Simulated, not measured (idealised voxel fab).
A process module follows: voxel wiring stack.
Cross-sectional view cut (width: 250 nm; square cell size: 5 nm).
A cross-section is written here as square cells arranged in a grid, and it is given in bands from the top down, each band taking up one or more rows of cells.
Per band: top height and bottom height in nm, followed by the left-to-right materials and their widths in nm; "full width" marks a single material spanning edge to edge, "blank" marks empty space.
Height datum 0, below which the as-received substrate wafer is one material. Lowest band open at the bottom, running downward: "0 nm and below".
Graded width ("30..40"): value in top row of band = first number; value in bottom row = second number; row-to-row change constant.
Basically "all unchanged" means that step didn't change any cell in the cross-section.
Entry "Closed void table". Content: empty spaces with no open connection to the top, size 8 cells or greater. Each: width x height at distance. Distance: from left edge. Unit: nm.
On a step's line, text after the settings is the simulator commenting on that step.
Regarding "overlay nm": on a step with a mask, it is the distance the mask lay to the right of its planned place; a negative value places it to the left.
Reading guide: pairs of cross-sections, before and after one process step; after view cut off at lowest changed band; step and settings listed under each pair. Pairs may stem from different runs of this module on the same starting wafer; continuity with the pair above only where the "Geometry before processing" entry states it.

Geometry before processing
105 nm to 95 nm: Ru full width
95 nm to 90 nm: TiN 65 nm / Ru 5 nm / TiN 30 nm / Ru 5 nm / TiN 30 nm / Ru 5 nm / TiN 30 nm / Ru 5 nm / TiN 75 nm
90 nm to 75 nm: lowk 60 nm / TiN 5 nm / Ru 5 nm / TiN 5 nm / lowk 20 nm / TiN 5 nm / Ru 5 nm / TiN 5 nm / lowk 20 nm / TiN 5 nm / Ru 5 nm / TiN 5 nm / lowk 20 nm / TiN 5 nm / Ru 5 nm / TiN 5 nm / lowk 70 nm
75 nm to 70 nm: SiCN 60 nm / TiN 15 nm / SiCN 20 nm / TiN 15 nm / SiCN 20 nm / TiN 15 nm / SiCN 20 nm / TiN 15 nm / SiCN 70 nm
70 nm to 55 nm: lowk 55 nm / SiCN 5 nm / W 20 nm / SiCN 5 nm / lowk 5 nm / SiCN 5 nm / W 20 nm / SiCN 5 nm / lowk 5 nm / SiCN 5 nm / W 20 nm / SiCN 5 nm / lowk 5 nm / SiCN 5 nm / W 20 nm / SiCN 5 nm / lowk 60 nm
55 nm to 50 nm: SiCN 60 nm / TiN 20 nm / SiCN 15 nm / TiN 20 nm / SiCN 15 nm / TiN 20 nm / SiCN 15 nm / TiN 20 nm / SiCN 65 nm
50 nm to 40 nm: lowk 65 nm / Ru 15 nm / lowk 55 nm / Ru 15 nm / lowk 100 nm
40 nm to 35 nm: SiCN 65 nm / Ru 15 nm / SiCN 55 nm / Ru 15 nm / SiCN 100 nm
35 nm to 30 nm: SiCN 55 nm / Ru 30 nm / SiCN 5 nm / Ru 30 nm / SiCN 5 nm / Ru 30 nm / SiCN 5 nm / Ru 30 nm / SiCN 60 nm
30 nm to 15 nm: lowk 60 nm / TiN 5 nm / Ru 10 nm / TiN 5 nm / lowk 15 nm / TiN 5 nm / Ru 10 nm / TiN 5 nm / lowk 15 nm / TiN 5 nm / Ru 10 nm / TiN 5 nm / lowk 15 nm / TiN 5 nm / Ru 10 nm / TiN 5 nm / lowk 65 nm
15 nm to 10 nm: SiN 60 nm / TiN 20 nm / SiN 15 nm / TiN 20 nm / SiN 15 nm / TiN 20 nm / SiN 15 nm / TiN 20 nm / SiN 65 nm
10 nm to 0 nm: SiO2 full width
0 nm and below: Si full width
Closed void table: none

Result of Step
90 nm to 75 nm: lowk 60 nm / TiN 5 nm / Ru 5 nm / TiN 5 nm / lowk 20 nm / TiN 5 nm / Ru 5 nm / TiN 5 nm / lowk 20 nm / TiN 5 nm / Ru 5 nm / TiN 5 nm / lowk 20 nm / TiN 5 nm / Ru 5 nm / TiN 5 nm / lowk 70 nm
Anything lower than 75 is untouched.
Closed void table: none
Intermediate step for the cross-sections above: CMP [height nm 90]

Geometry before processing: the cross-section after the pair above

Result of Step
95 nm to 90 nm: TiN full width
Anything lower than 90 is untouched.
Closed void table: none
Intermediate step for the cross-sections above: DIRECTIONAL_DEP [material TiN] [thk nm 5]

Geometry before processing: the cross-section after the pair above

Result of Step
120 nm to 95 nm: W full width
Anything lower than 95 is untouched.
Closed void table: none
Intermediate step for the cross-sections above: DIRECTIONAL_DEP [material W] [thk nm 25]

Geometry before processing: the cross-section after the pair above

Result of Step
140 nm to 120 nm: blank 60 nm / resist 20 nm / blank 15 nm / resist 20 nm / blank 15 nm / resist 20 nm / blank 15 nm / resist 20 nm / blank 65 nm
Anything lower than 120 is untouched.
Closed void table: none
Intermediate step for the cross-sections above: PATTERN [tone cover] [mask id METAL_3] [material resist] [width nm 20] [pitch nm 35] [thk nm 20] [overlay nm 0]

Geometry before processing: the cross-section after the pair above

Result of Step
140 nm to 120 nm: blank 60 nm / resist 20 nm / blank 15 nm / resist 20 nm / blank 15 nm / resist 20 nm / blank 15 nm / resist 20 nm / blank 65 nm
120 nm to 95 nm: blank 60 nm / W 20 nm / blank 15 nm / W 20 nm / blank 15 nm / W 20 nm / blank 15 nm / W 20 nm / blank 65 nm
Anything lower than 95 is untouched.
Closed void table: none
Intermediate step for the cross-sections above: DIRECTIONAL_ETCH [etch materials W] [depth nm 25]

Geometry before processing: the cross-section after the pair above

Result of Step
140 nm to 120 nm: blank 60 nm / resist 20 nm / blank 15 nm / resist 20 nm / blank 15 nm / resist 20 nm / blank 15 nm / resist 20 nm / blank 65 nm
120 nm to 95 nm: blank 60 nm / W 20 nm / blank 15 nm / W 20 nm / blank 15 nm / W 20 nm / blank 15 nm / W 20 nm / blank 65 nm
95 nm to 90 nm: blank 60 nm / TiN 20 nm / blank 15 nm / TiN 20 nm / blank 15 nm / TiN 20 nm / blank 15 nm / TiN 20 nm / blank 65 nm
Anything lower than 90 is untouched.
Closed void table: none
Intermediate step for the cross-sections above: DIRECTIONAL_ETCH [etch materials TiN] [depth nm 5]

Geometry before processing: the cross-section after the pair above

Result of Step
120 nm to 95 nm: blank 60 nm / W 20 nm / blank 15 nm / W 20 nm / blank 15 nm / W 20 nm / blank 15 nm / W 20 nm / blank 65 nm
Anything lower than 95 is untouched.
Closed void table: none
Intermediate step for the cross-sections above: STRIP [etch materials resist]

Geometry before processing: the cross-section after the pair above

Result of Step
130 nm to 120 nm: SiO2 full width
120 nm to 95 nm: SiO2 60 nm / W 20 nm / SiO2 15 nm / W 20 nm / SiO2 15 nm / W 20 nm / SiO2 15 nm / W 20 nm / SiO2 65 nm
95 nm to 90 nm: SiO2 60 nm / TiN 20 nm / SiO2 15 nm / TiN 20 nm / SiO2 15 nm / TiN 20 nm / SiO2 15 nm / TiN 20 nm / SiO2 65 nm
Anything lower than 90 is untouched.
Closed void table: none
Intermediate step for the cross-sections above: FILL_DEP [material SiO2] [thk nm 10]

Geometry before processing: the cross-section after the pair above

Result of Step
120 nm to 95 nm: SiO2 60 nm / W 20 nm / SiO2 15 nm / W 20 nm / SiO2 15 nm / W 20 nm / SiO2 15 nm / W 20 nm / SiO2 65 nm
Anything lower than 95 is untouched.
Closed void table: none
Intermediate step for the cross-sections above: CMP [height nm 120]

Geometry before processing: the cross-section after the pair above

Result of Step
125 nm to 120 nm: SiCN full width
Anything lower than 120 is untouched.
Closed void table: none
Intermediate step for the cross-sections above: CONFORMAL_DEP [material SiCN] [thk nm 5]

Geometry before processing
90 nm to 75 nm: lowk 60 nm / TiN 5 nm / Ru 5 nm / TiN 5 nm / lowk 20 nm / TiN 5 nm / Ru 5 nm / TiN 5 nm / lowk 20 nm / TiN 5 nm / Ru 5 nm / TiN 5 nm / lowk 20 nm / TiN 5 nm / Ru 5 nm / TiN 5 nm / lowk 70 nm
75 nm to 70 nm: SiCN 60 nm / TiN 15 nm / SiCN 20 nm / TiN 15 nm / SiCN 20 nm / TiN 15 nm / SiCN 20 nm / TiN 15 nm / SiCN 70 nm
70 nm to 55 nm: lowk 55 nm / SiCN 5 nm / W 20 nm / SiCN 5 nm / lowk 5 nm / SiCN 5 nm / W 20 nm / SiCN 5 nm / lowk 5 nm / SiCN 5 nm / W 20 nm / SiCN 5 nm / lowk 5 nm / SiCN 5 nm / W 20 nm / SiCN 5 nm / lowk 60 nm
55 nm to 50 nm: SiCN 60 nm / TiN 20 nm / SiCN 15 nm / TiN 20 nm / SiCN 15 nm / TiN 20 nm / SiCN 15 nm / TiN 20 nm / SiCN 65 nm
50 nm to 40 nm: lowk 60 nm / Ru 15 nm / lowk 55 nm / Ru 15 nm / lowk 105 nm
40 nm to 35 nm: SiCN 60 nm / Ru 15 nm / SiCN 55 nm / Ru 15 nm / SiCN 105 nm
35 nm to 30 nm: SiCN 55 nm / Ru 30 nm / SiCN 5 nm / Ru 30 nm / SiCN 5 nm / Ru 30 nm / SiCN 5 nm / Ru 30 nm / SiCN 60 nm
30 nm to 15 nm: lowk 60 nm / TiN 5 nm / Ru 10 nm / TiN 5 nm / lowk 15 nm / TiN 5 nm / Ru 10 nm / TiN 5 nm / lowk 15 nm / TiN 5 nm / Ru 10 nm / TiN 5 nm / lowk 15 nm / TiN 5 nm / Ru 10 nm / TiN 5 nm / lowk 65 nm
15 nm to 10 nm: SiN 60 nm / TiN 20 nm / SiN 15 nm / TiN 20 nm / SiN 15 nm / TiN 20 nm / SiN 15 nm / TiN 20 nm / SiN 65 nm
10 nm to 0 nm: SiO2 full width
0 nm and below: Si full width
Closed void table: none

Result of Step
95 nm to 90 nm: SiN full width
Anything lower than 90 is untouched.
Closed void table: none
Intermediate step for the cross-sections above: DIRECTIONAL_DEP [material SiN] [thk nm 5]

Geometry before processing: the cross-section after the pair above

Result of Step
120 nm to 95 nm: W full width
Anything lower than 95 is untouched.
Closed void table: none
Intermediate step for the cross-sections above: DIRECTIONAL_DEP [material W] [thk nm 25]

Geometry before processing: the cross-section after the pair above

Result of Step
140 nm to 120 nm: blank 60 nm / resist 20 nm / blank 15 nm / resist 20 nm / blank 15 nm / resist 20 nm / blank 15 nm / resist 20 nm / blank 65 nm
Anything lower than 120 is untouched.
Closed void table: none
Intermediate step for the cross-sections above: PATTERN [tone cover] [mask id METAL_3] [material resist] [width nm 20] [pitch nm 35] [thk nm 20] [overlay nm 0]

Geometry before processing: the cross-section after the pair above

Result of Step
140 nm to 120 nm: blank 60 nm / resist 20 nm / blank 15 nm / resist 20 nm / blank 15 nm / resist 20 nm / blank 15 nm / resist 20 nm / blank 65 nm
120 nm to 95 nm: blank 60 nm / W 20 nm / blank 15 nm / W 20 nm / blank 15 nm / W 20 nm / blank 15 nm / W 20 nm / blank 65 nm
Anything lower than 95 is untouched.
Closed void table: none
Intermediate step for the cross-sections above: DIRECTIONAL_ETCH [etch materials W] [depth nm 25]

Geometry before processing: the cross-section after the pair above

Result of Step
120 nm to 95 nm: blank 60 nm / W 20 nm / blank 15 nm / W 20 nm / blank 15 nm / W 20 nm / blank 15 nm / W 20 nm / blank 65 nm
Anything lower than 95 is untouched.
Closed void table: none
Intermediate step for the cross-sections above: STRIP [etch materials resist]

Geometry before processing: the cross-section after the pair above

Result of Step
130 nm to 120 nm: SiO2 full width
120 nm to 95 nm: SiO2 60 nm / W 20 nm / SiO2 15 nm / W 20 nm / SiO2 15 nm / W 20 nm / SiO2 15 nm / W 20 nm / SiO2 65 nm
Anything lower than 95 is untouched.
Closed void table: none
Intermediate step for the cross-sections above: FILL_DEP [material SiO2] [thk nm 10]

Geometry before processing: the cross-section after the pair above

Result of Step
120 nm to 95 nm: SiO2 60 nm / W 20 nm / SiO2 15 nm / W 20 nm / SiO2 15 nm / W 20 nm / SiO2 15 nm / W 20 nm / SiO2 65 nm
Anything lower than 95 is untouched.
Closed void table: none
Intermediate step for the cross-sections above: CMP [height nm 120]

Geometry before processing: the cross-section after the pair above

Result of Step
125 nm to 120 nm: SiCN full width
Anything lower than 120 is untouched.
Closed void table: none
Intermediate step for the cross-sections above: CONFORMAL_DEP [material SiCN] [thk nm 5]

Geometry before processing
90 nm to 75 nm: lowk full width
75 nm to 70 nm: SiCN full width
70 nm to 55 nm: lowk 55 nm / SiCN 5 nm / W 20 nm / SiCN 5 nm / lowk 5 nm / SiCN 5 nm / W 20 nm / SiCN 5 nm / lowk 5 nm / SiCN 5 nm / W 20 nm / SiCN 5 nm / lowk 5 nm / SiCN 5 nm / W 20 nm / SiCN 5 nm / lowk 60 nm
55 nm to 50 nm: SiCN 60 nm / TiN 20 nm / SiCN 15 nm / TiN 20 nm / SiCN 15 nm / TiN 20 nm / SiCN 15 nm / TiN 20 nm / SiCN 65 nm
50 nm to 40 nm: lowk 60 nm / Ru 15 nm / lowk 55 nm / Ru 15 nm / lowk 105 nm
40 nm to 35 nm: SiCN 60 nm / Ru 15 nm / SiCN 55 nm / Ru 15 nm / SiCN 105 nm
35 nm to 30 nm: SiCN 55 nm / Ru 30 nm / SiCN 5 nm / Ru 30 nm / SiCN 5 nm / Ru 30 nm / SiCN 5 nm / Ru 30 nm / SiCN 60 nm
30 nm to 15 nm: lowk 60 nm / TiN 5 nm / Ru 10 nm / TiN 5 nm / lowk 15 nm / TiN 5 nm / Ru 10 nm / TiN 5 nm / lowk 15 nm / TiN 5 nm / Ru 10 nm / TiN 5 nm / lowk 15 nm / TiN 5 nm / Ru 10 nm / TiN 5 nm / lowk 65 nm
15 nm to 10 nm: SiN 60 nm / TiN 20 nm / SiN 15 nm / TiN 20 nm / SiN 15 nm / TiN 20 nm / SiN 15 nm / TiN 20 nm / SiN 65 nm
10 nm to 0 nm: SiO2 full width
0 nm and below: Si full width
Closed void table: none

Result of Step
110 nm to 90 nm: blank 60 nm / resist 15 nm / blank 20 nm / resist 15 nm / blank 20 nm / resist 15 nm / blank 20 nm / resist 15 nm / blank 70 nm
Anything lower than 90 is untouched.
Closed void table: none
Intermediate step for the cross-sections above: PATTERN [tone cover] [mask id PLUG_2] [material resist] [width nm 15] [pitch nm 35] [thk nm 20] [overlay nm 0]

Geometry before processing: the cross-section after the pair above

Result of Step
110 nm to 90 nm: blank 60 nm / resist 15 nm / blank 20 nm / resist 15 nm / blank 20 nm / resist 15 nm / blank 20 nm / resist 15 nm / blank 70 nm
90 nm to 75 nm: blank 60 nm / lowk 15 nm / blank 20 nm / lowk 15 nm / blank 20 nm / lowk 15 nm / blank 20 nm / lowk 15 nm / blank 70 nm
Anything lower than 75 is untouched.
Closed void table: none
Intermediate step for the cross-sections above: DIRECTIONAL_ETCH [etch materials lowk] [depth nm 15]

Geometry before processing: the cross-section after the pair above

Result of Step
110 nm to 90 nm: blank 60 nm / resist 15 nm / blank 20 nm / resist 15 nm / blank 20 nm / resist 15 nm / blank 20 nm / resist 15 nm / blank 70 nm
90 nm to 75 nm: blank 60 nm / lowk 15 nm / blank 20 nm / lowk 15 nm / blank 20 nm / lowk 15 nm / blank 20 nm / lowk 15 nm / blank 70 nm
75 nm to 70 nm: blank 60 nm / SiCN 15 nm / blank 20 nm / SiCN 15 nm / blank 20 nm / SiCN 15 nm / blank 20 nm / SiCN 15 nm / blank 70 nm
Anything lower than 70 is untouched.
Closed void table: none
Intermediate step for the cross-sections above: DIRECTIONAL_ETCH [etch materials SiCN] [depth nm 5]

Geometry before processing: the cross-section after the pair above

Result of Step
90 nm to 75 nm: blank 60 nm / lowk 15 nm / blank 20 nm / lowk 15 nm / blank 20 nm / lowk 15 nm / blank 20 nm / lowk 15 nm / blank 70 nm
Anything lower than 75 is untouched.
Closed void table: none
Intermediate step for the cross-sections above: STRIP [etch materials resist]

Geometry before processing: the cross-section after the pair above

Result of Step
95 nm to 90 nm: blank 55 nm / TiN 25 nm / blank 10 nm / TiN 25 nm / blank 10 nm / TiN 25 nm / blank 10 nm / TiN 25 nm / blank 65 nm
90 nm to 75 nm: blank 55 nm / TiN 5 nm / lowk 15 nm / TiN 5 nm / blank 10 nm / TiN 5 nm / lowk 15 nm / TiN 5 nm / blank 10 nm / TiN 5 nm / lowk 15 nm / TiN 5 nm / blank 10 nm / TiN 5 nm / lowk 15 nm / TiN 5 nm / blank 65 nm
75 nm to 70 nm: TiN 60 nm / SiCN 15 nm / TiN 20 nm / SiCN 15 nm / TiN 20 nm / SiCN 15 nm / TiN 20 nm / SiCN 15 nm / TiN 70 nm
Anything lower than 70 is untouched.
Closed void table: none
Intermediate step for the cross-sections above: CONFORMAL_DEP [material TiN] [thk nm 5]

Geometry before processing: the cross-section after the pair above

Result of Step
105 nm to 95 nm: Ru full width
95 nm to 90 nm: Ru 55 nm / TiN 25 nm / Ru 10 nm / TiN 25 nm / Ru 10 nm / TiN 25 nm / Ru 10 nm / TiN 25 nm / Ru 65 nm
90 nm to 75 nm: Ru 55 nm / TiN 5 nm / lowk 15 nm / TiN 5 nm / Ru 10 nm / TiN 5 nm / lowk 15 nm / TiN 5 nm / Ru 10 nm / TiN 5 nm / lowk 15 nm / TiN 5 nm / Ru 10 nm / TiN 5 nm / lowk 15 nm / TiN 5 nm / Ru 65 nm
Anything lower than 75 is untouched.
Closed void table: none
Intermediate step for the cross-sections above: FILL_DEP [material Ru] [thk nm 10]

Geometry before processing: the cross-section after the pair above

Result of Step
90 nm to 75 nm: Ru 55 nm / TiN 5 nm / lowk 15 nm / TiN 5 nm / Ru 10 nm / TiN 5 nm / lowk 15 nm / TiN 5 nm / Ru 10 nm / TiN 5 nm / lowk 15 nm / TiN 5 nm / Ru 10 nm / TiN 5 nm / lowk 15 nm / TiN 5 nm / Ru 65 nm
Anything lower than 75 is untouched.
Closed void table: none
Intermediate step for the cross-sections above: CMP [height nm 90]

Geometry before processing: the cross-section after the pair above

Result of Step
95 nm to 90 nm: TiN full width
Anything lower than 90 is untouched.
Closed void table: none
Intermediate step for the cross-sections above: DIRECTIONAL_DEP [material TiN] [thk nm 5]

Geometry before processing: the cross-section after the pair above

Result of Step
120 nm to 95 nm: W full width
Anything lower than 95 is untouched.
Closed void table: none
Intermediate step for the cross-sections above: DIRECTIONAL_DEP [material W] [thk nm 25]

Geometry before processing: the cross-section after the pair above

Result of Step
140 nm to 120 nm: blank 60 nm / resist 20 nm / blank 15 nm / resist 20 nm / blank 15 nm / resist 20 nm / blank 15 nm / resist 20 nm / blank 65 nm
Anything lower than 120 is untouched.
Closed void table: none
Intermediate step for the cross-sections above: PATTERN [tone cover] [mask id METAL_3] [material resist] [width nm 20] [pitch nm 35] [thk nm 20] [overlay nm 0]

Geometry before processing: the cross-section after the pair above

Result of Step
140 nm to 120 nm: blank 60 nm / resist 20 nm / blank 15 nm / resist 20 nm / blank 15 nm / resist 20 nm / blank 15 nm / resist 20 nm / blank 65 nm
120 nm to 95 nm: blank 60 nm / W 20 nm / blank 15 nm / W 20 nm / blank 15 nm / W 20 nm / blank 15 nm / W 20 nm / blank 65 nm
Anything lower than 95 is untouched.
Closed void table: none
Intermediate step for the cross-sections above: DIRECTIONAL_ETCH [etch materials W] [depth nm 25]

Geometry before processing: the cross-section after the pair above

Result of Step
140 nm to 120 nm: blank 60 nm / resist 20 nm / blank 15 nm / resist 20 nm / blank 15 nm / resist 20 nm / blank 15 nm / resist 20 nm / blank 65 nm
120 nm to 95 nm: blank 60 nm / W 20 nm / blank 15 nm / W 20 nm / blank 15 nm / W 20 nm / blank 15 nm / W 20 nm / blank 65 nm
95 nm to 90 nm: blank 60 nm / TiN 20 nm / blank 15 nm / TiN 20 nm / blank 15 nm / TiN 20 nm / blank 15 nm / TiN 20 nm / blank 65 nm
Anything lower than 90 is untouched.
Closed void table: none
Intermediate step for the cross-sections above: DIRECTIONAL_ETCH [etch materials TiN] [depth nm 5]

Geometry before processing: the cross-section after the pair above

Result of Step
120 nm to 95 nm: blank 60 nm / W 20 nm / blank 15 nm / W 20 nm / blank 15 nm / W 20 nm / blank 15 nm / W 20 nm / blank 65 nm
Anything lower than 95 is untouched.
Closed void table: none
Intermediate step for the cross-sections above: STRIP [etch materials resist]

Geometry before processing: the cross-section after the pair above

Result of Step
130 nm to 120 nm: SiO2 full width
120 nm to 95 nm: SiO2 60 nm / W 20 nm / SiO2 15 nm / W 20 nm / SiO2 15 nm / W 20 nm / SiO2 15 nm / W 20 nm / SiO2 65 nm
95 nm to 90 nm: SiO2 60 nm / TiN 20 nm / SiO2 15 nm / TiN 20 nm / SiO2 15 nm / TiN 20 nm / SiO2 15 nm / TiN 20 nm / SiO2 65 nm
Anything lower than 90 is untouched.
Closed void table: none
Intermediate step for the cross-sections above: FILL_DEP [material SiO2] [thk nm 10]

Geometry before processing: the cross-section after the pair above

Result of Step
120 nm to 95 nm: SiO2 60 nm / W 20 nm / SiO2 15 nm / W 20 nm / SiO2 15 nm / W 20 nm / SiO2 15 nm / W 20 nm / SiO2 65 nm
Anything lower than 95 is untouched.
Closed void table: none
Intermediate step for the cross-sections above: CMP [height nm 120]

Geometry before processing: the cross-section after the pair above

Result of Step
125 nm to 120 nm: SiCN full width
Anything lower than 120 is untouched.
Closed void table: none
Intermediate step for the cross-sections above: CONFORMAL_DEP [material SiCN] [thk nm 5]
